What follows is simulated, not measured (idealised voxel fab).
Documented hereafter: the process module known as voxel gate over fins.
Shown is cross-section cut, with a width of 210 nm and square cells of size 5 nm.
Think of the cross-section as a grid of square cells. We describe it in bands, top to bottom, and each band covers one or more rows of those cells.
Top height, bottom height, nm. Materials left to right, width each, nm. Single material + "everywhere" = fills band edge to edge. "empty" = empty.
The level at which height equals 0 is the one under which the wafer, as it arrives, is entirely one material. No lower edge exists for the bottom band, which continues downward and is notated as in "from 0 down".
So if you see something like "30..40" for the width, read it as the top row of the band sitting at the first number and the bottom row at the second, with every row in between moving by the same amount as the last.
"identical to before" means the step left every cell of the cross-section as it was.
If an empty space has no open way to the top and is at least 8 cells in size, "Voids lacking openings" lists it, written width x height at distance, where distance is measured from the left edge and every value is in nm.
Step line, after settings: the simulator's comment on this step.
overlay nm: where the mask lay relative to plan, measured to the right, on steps with a mask; negatives go left.

## Set out below are the planned steps of the process
1: RECEIVE with material Si
2: CONFORMAL_DEP with material SiN, thk nm 5
3: DIRECTIONAL_DEP with material aC, thk nm 10
4: PATTERN with tone cover, mask id FINS, material resist, width nm 15, pitch nm 40, thk nm 30, overlay nm 0
5: DIRECTIONAL_ETCH with etch materials aC, depth nm 10
6: STRIP with etch materials resist
7: DIRECTIONAL_ETCH with etch materials SiN, depth nm 5
8: DIRECTIONAL_ETCH with etch materials Si, depth nm 40
9: STRIP with etch materials aC
10: OXIDIZE with depth nm 5
11: FILL_DEP with material SiO2, thk nm 10
12: CMP with height nm 5
13: SELECTIVE_ETCH with etch materials SiO2, depth nm 20
14: STRIP with etch materials SiN
15: CONFORMAL_DEP with material HfO2, thk nm 5
16: CONFORMAL_DEP with material TiN, thk nm 5
17: CONFORMAL_DEP with material TiAl, thk nm 5
18: CONFORMAL_DEP with material TiN, thk nm 5
19: FILL_DEP with material W, thk nm 10
20: CMP with height nm 25
21: CONFORMAL_DEP with material SiN, thk nm 10

## As-received state of the wafer in cross-section, equivalent to post-step 1
- from 0 down  Si everywhere
- Voids lacking openings: none

## Cross-sectional result after module completion. Note: starting condition and plan are unchanged from above; one processing mistake was made
- from 35 to 25  SiN everywhere
- from 25 to 20  W everywhere
- from 20 to 15  W: 60 / TiN: 85 / W: 65
- from 15 to 10  W: 60 / TiN: 5 / TiAl: 35 / TiN: 5 / TiAl: 35 / TiN: 5 / W: 65
- from 10 to 5  W: 60 / TiN: 5 / TiAl: 5 / TiN: 25 / TiAl: 5 / TiN: 5 / TiAl: 5 / TiN: 25 / TiAl: 5 / TiN: 5 / W: 65
- from 5 to 0  TiN: 65 / TiAl: 5 / TiN: 5 / HfO2: 15 / TiN: 5 / TiAl: 5 / TiN: 5 / TiAl: 5 / TiN: 5 / HfO2: 15 / TiN: 5 / TiAl: 5 / TiN: 70
- from 0 to -5  TiAl: 70 / TiN: 5 / HfO2: 5 / Si: 5 / HfO2: 5 / TiN: 5 / TiAl: 15 / TiN: 5 / HfO2: 5 / Si: 5 / HfO2: 5 / TiN: 5 / TiAl: 75
- from -5 to -10  TiN: 75 / HfO2: 5 / Si: 5 / HfO2: 5 / TiN: 25 / HfO2: 5 / Si: 5 / HfO2: 5 / TiN: 80
- from -10 to -15  HfO2: 80 / Si: 5 / HfO2: 35 / Si: 5 / HfO2: 85
- from -15 to -50  SiO2: 80 / Si: 5 / SiO2: 35 / Si: 5 / SiO2: 85
- from -50 down  Si everywhere
- Voids lacking openings: none
What was done differently from what was planned? step 8 did not use the planned setting and instead ran as DIRECTIONAL_ETCH with etch materials Si, depth nm 45
